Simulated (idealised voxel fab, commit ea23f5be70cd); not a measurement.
Process module heading - voxel self aligned contacts
We display cut, a cross-section 230 nm in width whose square cells are each 5 nm.
Bands, listed from the top down, are how a cross-section gets written in this document; the cross-section itself is a grid of square cells, and a band is one or more rows of them. Each band's line starts with the height of the band's top and of its bottom, in nm. Then come its materials from left to right, each with its width in nm. One material with "all across" fills the band from edge to edge. "blank" is empty space. Height datum 0, below which the as-received substrate wafer is one material. Lowest band open at the bottom, running downward: "0 down". Read "30..40" as a graded width: first number on top, second number at the bottom, same change between each pair of neighbouring rows. Basically "same as before" means that step didn't change any cell in the cross-section. In the "Sealed cavities" entry, you get each enclosed empty space of 8 cells or more, one with no open way to the top, written width x height at distance, distance from the left edge, in nm. Past the settings on a step's line: simulator remark, on that step. overlay nm, on a step with a mask: how far to the right of its planned place the mask lay; to the left if negative.

## The process steps that were planned are listed below
1 RECEIVE with material Si
2 OXIDIZE with depth nm 5
3 DIRECTIONAL_DEP with material polySi, thk nm 30
4 DIRECTIONAL_DEP with material SiN, thk nm 20
5 MASKED_ETCH with tone cover, mask id GATE, width nm 30, pitch nm 75, etch materials SiN, depth nm 20, overlay nm 0
6 MASKED_ETCH with tone cover, mask id GATE, width nm 30, pitch nm 75, etch materials polySi, depth nm 30, overlay nm 0
7 CONFORMAL_DEP with material SiN, thk nm 10
8 DIRECTIONAL_ETCH with etch materials SiN, depth nm 10
9 FILL_DEP with material SiO2, thk nm 15
10 CMP with height nm 55
11 DIRECTIONAL_DEP with material aC, thk nm 15
12 PATTERN with tone open, mask id CONTACT, material resist, width nm 55, pitch nm 75, thk nm 35, overlay nm 0
13 DIRECTIONAL_ETCH with etch materials aC, depth nm 15
14 STRIP with etch materials resist
15 DIRECTIONAL_ETCH with etch materials SiO2, depth nm 60
16 STRIP with etch materials aC
17 CONFORMAL_DEP with material TiN, thk nm 5
18 FILL_DEP with material Ru, thk nm 5
19 CMP with height nm 55
20 CONFORMAL_DEP with material SiCN, thk nm 5

## On the first of the two wafers: run conducted according to plan

## As received (post step 1): cross-section
0 down  Si all across
Sealed cavities: none

## Cross-section: wafer state after step 2
0 to -5  SiO2 all across
Lower than -5, everything is as it was.

## Cross-section: wafer state after step 3
30 to 0  polySi all across
Lower than 0, everything is as it was.

## Cross-section: wafer state after step 4
50 to 30  SiN all across
Lower than 30, everything is as it was.

## Cross-section: wafer state after step 5
50 to 30  blank 25; SiN 30; blank 45; SiN 30; blank 45; SiN 30; blank 25
Lower than 30, everything is as it was.

## Cross-section: wafer state after step 6
50 to 30  blank 25; SiN 30; blank 45; SiN 30; blank 45; SiN 30; blank 25
30 to 0  blank 25; polySi 30; blank 45; polySi 30; blank 45; polySi 30; blank 25
Lower than 0, everything is as it was.

## Cross-section: wafer state after step 7
60 to 30  blank 15; SiN 50; blank 25; SiN 50; blank 25; SiN 50; blank 15
30 to 10  blank 15; SiN 10; polySi 30; SiN 10; blank 25; SiN 10; polySi 30; SiN 10; blank 25; SiN 10; polySi 30; SiN 10; blank 15
10 to 0  SiN 25; polySi 30; SiN 45; polySi 30; SiN 45; polySi 30; SiN 25
Lower than 0, everything is as it was.

## Cross-section: wafer state after step 8
50 to 30  blank 15; SiN 50; blank 25; SiN 50; blank 25; SiN 50; blank 15
30 to 0  blank 15; SiN 10; polySi 30; SiN 10; blank 25; SiN 10; polySi 30; SiN 10; blank 25; SiN 10; polySi 30; SiN 10; blank 15
Lower than 0, everything is as it was.

## Cross-section: wafer state after step 9
65 to 50  SiO2 all across
50 to 30  SiO2 15; SiN 50; SiO2 25; SiN 50; SiO2 25; SiN 50; SiO2 15
30 to 0  SiO2 15; SiN 10; polySi 30; SiN 10; SiO2 25; SiN 10; polySi 30; SiN 10; SiO2 25; SiN 10; polySi 30; SiN 10; SiO2 15
Lower than 0, everything is as it was.

## Cross-section: wafer state after step 10
55 to 50  SiO2 all across
Lower than 50, everything is as it was.

## Cross-section: wafer state after step 11
70 to 55  aC all across
Lower than 55, everything is as it was.

## Cross-section: wafer state after step 12
105 to 70  resist 50; blank 55; resist 20; blank 55; resist 50
Lower than 70, everything is as it was.

## Cross-section: wafer state after step 13
90 to 70  resist 50; blank 55; resist 20; blank 55; resist 50
70 to 55  aC 50; blank 55; aC 20; blank 55; aC 50
Lower than 55, everything is as it was.

## Cross-section: wafer state after step 14
70 to 55  aC 50; blank 55; aC 20; blank 55; aC 50
Lower than 55, everything is as it was.

## Cross-section: wafer state after step 15
70 to 55  aC 50; blank 55; aC 20; blank 55; aC 50
55 to 50  SiO2 50; blank 55; SiO2 20; blank 55; SiO2 50
50 to 30  SiO2 15; SiN 50; blank 25; SiN 50; blank 25; SiN 50; SiO2 15
30 to 0  SiO2 15; SiN 10; polySi 30; SiN 10; blank 25; SiN 10; polySi 30; SiN 10; blank 25; SiN 10; polySi 30; SiN 10; SiO2 15
0 to -5  SiO2 65; blank 25; SiO2 50; blank 25; SiO2 65
Lower than -5, everything is as it was.

## Cross-section: wafer state after step 16
55 to 50  SiO2 50; blank 55; SiO2 20; blank 55; SiO2 50
Lower than 50, everything is as it was.

## Cross-section: wafer state after step 17
60 to 55  TiN 55; blank 45; TiN 30; blank 45; TiN 55
55 to 50  SiO2 50; TiN 20; blank 15; TiN 20; SiO2 20; TiN 20; blank 15; TiN 20; SiO2 50
50 to 30  SiO2 15; SiN 50; TiN 5; blank 15; TiN 5; SiN 50; TiN 5; blank 15; TiN 5; SiN 50; SiO2 15
30 to 0  SiO2 15; SiN 10; polySi 30; SiN 10; TiN 5; blank 15; TiN 5; SiN 10; polySi 30; SiN 10; TiN 5; blank 15; TiN 5; SiN 10; polySi 30; SiN 10; SiO2 15
0 to -5  SiO2 65; TiN 25; SiO2 50; TiN 25; SiO2 65
Lower than -5, everything is as it was.

## Cross-section: wafer state after step 18
65 to 60  Ru all across
60 to 55  TiN 55; Ru 45; TiN 30; Ru 45; TiN 55
55 to 50  SiO2 50; TiN 20; Ru 15; TiN 20; SiO2 20; TiN 20; Ru 15; TiN 20; SiO2 50
50 to 30  SiO2 15; SiN 50; TiN 5; Ru 15; TiN 5; SiN 50; TiN 5; Ru 15; TiN 5; SiN 50; SiO2 15
30 to 0  SiO2 15; SiN 10; polySi 30; SiN 10; TiN 5; Ru 15; TiN 5; SiN 10; polySi 30; SiN 10; TiN 5; Ru 15; TiN 5; SiN 10; polySi 30; SiN 10; SiO2 15
Lower than 0, everything is as it was.

## Cross-section: wafer state after step 19
55 to 50  SiO2 50; TiN 20; Ru 15; TiN 20; SiO2 20; TiN 20; Ru 15; TiN 20; SiO2 50
Lower than 50, everything is as it was.

## Cross-section: wafer state after step 20
60 to 55  SiCN all across
Lower than 55, everything is as it was.

## Regarding the second of the two wafers: it shared the first wafer's starting condition and process plan, yet one error occurred during its execution. Its history coincides with that of the first wafer up to and including step 5

## Cross-section of the second wafer at the time by which step 6 should have been completed according to the plan
50 to 30  blank 25; SiN 30; blank 45; SiN 30; blank 45; SiN 30; blank 25
30 to 0  blank 25; polySi 40; blank 35; polySi 40; blank 35; polySi 40; blank 15
Lower than 0, everything is as it was.

## Cross-section of the second wafer at the time by which step 7 should have been completed according to the plan
60 to 40  blank 15; SiN 50; blank 25; SiN 50; blank 25; SiN 50; blank 15
40 to 30  blank 15; SiN 60; blank 15; SiN 60; blank 15; SiN 60; blank 5
30 to 10  blank 15; SiN 10; polySi 40; SiN 10; blank 15; SiN 10; polySi 40; SiN 10; blank 15; SiN 10; polySi 40; SiN 10; blank 5
10 to 0  SiN 25; polySi 40; SiN 35; polySi 40; SiN 35; polySi 40; SiN 15
Lower than 0, everything is as it was.

## Cross-section of the second wafer at the time by which step 8 should have been completed according to the plan
50 to 30  blank 15; SiN 50; blank 25; SiN 50; blank 25; SiN 50; blank 15
30 to 0  blank 15; SiN 10; polySi 40; SiN 10; blank 15; SiN 10; polySi 40; SiN 10; blank 15; SiN 10; polySi 40; SiN 10; blank 5
Lower than 0, everything is as it was.

## Cross-section of the second wafer at the time by which step 9 should have been completed according to the plan
65 to 50  SiO2 all across
50 to 30  SiO2 15; SiN 50; SiO2 25; SiN 50; SiO2 25; SiN 50; SiO2 15
30 to 0  SiO2 15; SiN 10; polySi 40; SiN 10; SiO2 15; SiN 10; polySi 40; SiN 10; SiO2 15; SiN 10; polySi 40; SiN 10; SiO2 5
Lower than 0, everything is as it was.

## Cross-section of the second wafer at the time by which step 10 should have been completed according to the plan
55 to 50  SiO2 all across
Lower than 50, everything is as it was.

## Cross-section of the second wafer at the time by which step 11 should have been completed according to the plan
70 to 55  aC all across
Lower than 55, everything is as it was.

## Cross-section of the second wafer at the time by which step 12 should have been completed according to the plan
105 to 70  resist 50; blank 55; resist 20; blank 55; resist 50
Lower than 70, everything is as it was.

## Cross-section of the second wafer at the time by which step 13 should have been completed according to the plan
90 to 70  resist 50; blank 55; resist 20; blank 55; resist 50
70 to 55  aC 50; blank 55; aC 20; blank 55; aC 50
Lower than 55, everything is as it was.

## Cross-section of the second wafer at the time by which step 14 should have been completed according to the plan
70 to 55  aC 50; blank 55; aC 20; blank 55; aC 50
Lower than 55, everything is as it was.

## Cross-section of the second wafer at the time by which step 15 should have been completed according to the plan
70 to 55  aC 50; blank 55; aC 20; blank 55; aC 50
55 to 50  SiO2 50; blank 55; SiO2 20; blank 55; SiO2 50
50 to 30  SiO2 15; SiN 50; blank 25; SiN 50; blank 25; SiN 50; SiO2 15
30 to 0  SiO2 15; SiN 10; polySi 40; SiN 10; blank 15; SiN 10; polySi 40; SiN 10; blank 15; SiN 10; polySi 40; SiN 10; SiO2 5
0 to -5  SiO2 75; blank 15; SiO2 60; blank 15; SiO2 65
Lower than -5, everything is as it was.

## Cross-section of the second wafer at the time by which step 16 should have been completed according to the plan
55 to 50  SiO2 50; blank 55; SiO2 20; blank 55; SiO2 50
Lower than 50, everything is as it was.

## Cross-section of the second wafer at the time by which step 17 should have been completed according to the plan
60 to 55  TiN 55; blank 45; TiN 30; blank 45; TiN 55
55 to 50  SiO2 50; TiN 20; blank 15; TiN 20; SiO2 20; TiN 20; blank 15; TiN 20; SiO2 50
50 to 35  SiO2 15; SiN 50; TiN 5; blank 15; TiN 5; SiN 50; TiN 5; blank 15; TiN 5; SiN 50; SiO2 15
35 to 30  SiO2 15; SiN 50; TiN 15; blank 5; TiN 5; SiN 50; TiN 15; blank 5; TiN 5; SiN 50; SiO2 15
30 to 0  SiO2 15; SiN 10; polySi 40; SiN 10; TiN 5; blank 5; TiN 5; SiN 10; polySi 40; SiN 10; TiN 5; blank 5; TiN 5; SiN 10; polySi 40; SiN 10; SiO2 5
0 to -5  SiO2 75; TiN 15; SiO2 60; TiN 15; SiO2 65
Lower than -5, everything is as it was.

## Cross-section of the second wafer at the time by which step 18 should have been completed according to the plan
65 to 60  Ru all across
60 to 55  TiN 55; Ru 45; TiN 30; Ru 45; TiN 55
55 to 50  SiO2 50; TiN 20; Ru 15; TiN 20; SiO2 20; TiN 20; Ru 15; TiN 20; SiO2 50
50 to 35  SiO2 15; SiN 50; TiN 5; Ru 15; TiN 5; SiN 50; TiN 5; Ru 15; TiN 5; SiN 50; SiO2 15
35 to 30  SiO2 15; SiN 50; TiN 15; Ru 5; TiN 5; SiN 50; TiN 15; Ru 5; TiN 5; SiN 50; SiO2 15
30 to 0  SiO2 15; SiN 10; polySi 40; SiN 10; TiN 5; Ru 5; TiN 5; SiN 10; polySi 40; SiN 10; TiN 5; Ru 5; TiN 5; SiN 10; polySi 40; SiN 10; SiO2 5
Lower than 0, everything is as it was.

## Cross-section of the second wafer at the time by which step 19 should have been completed according to the plan
55 to 50  SiO2 50; TiN 20; Ru 15; TiN 20; SiO2 20; TiN 20; Ru 15; TiN 20; SiO2 50
Lower than 50, everything is as it was.

## Cross-section of the second wafer at the time by which step 20 should have been completed according to the plan
60 to 55  SiCN all across
Lower than 55, everything is as it was.
It is concluded that the wafer was processed incorrectly with respect to the plan, in that so step 6 ended up running with a different setting than we planned, it ran as MASKED_ETCH with tone cover, mask id GATE, width nm 30, pitch nm 75, etch materials polySi, depth nm 30, overlay nm 10
End check, counted in cells, second wafer has more or fewer of these materials than the first: -28 Ru | -8 SiO2 | +36 polySi
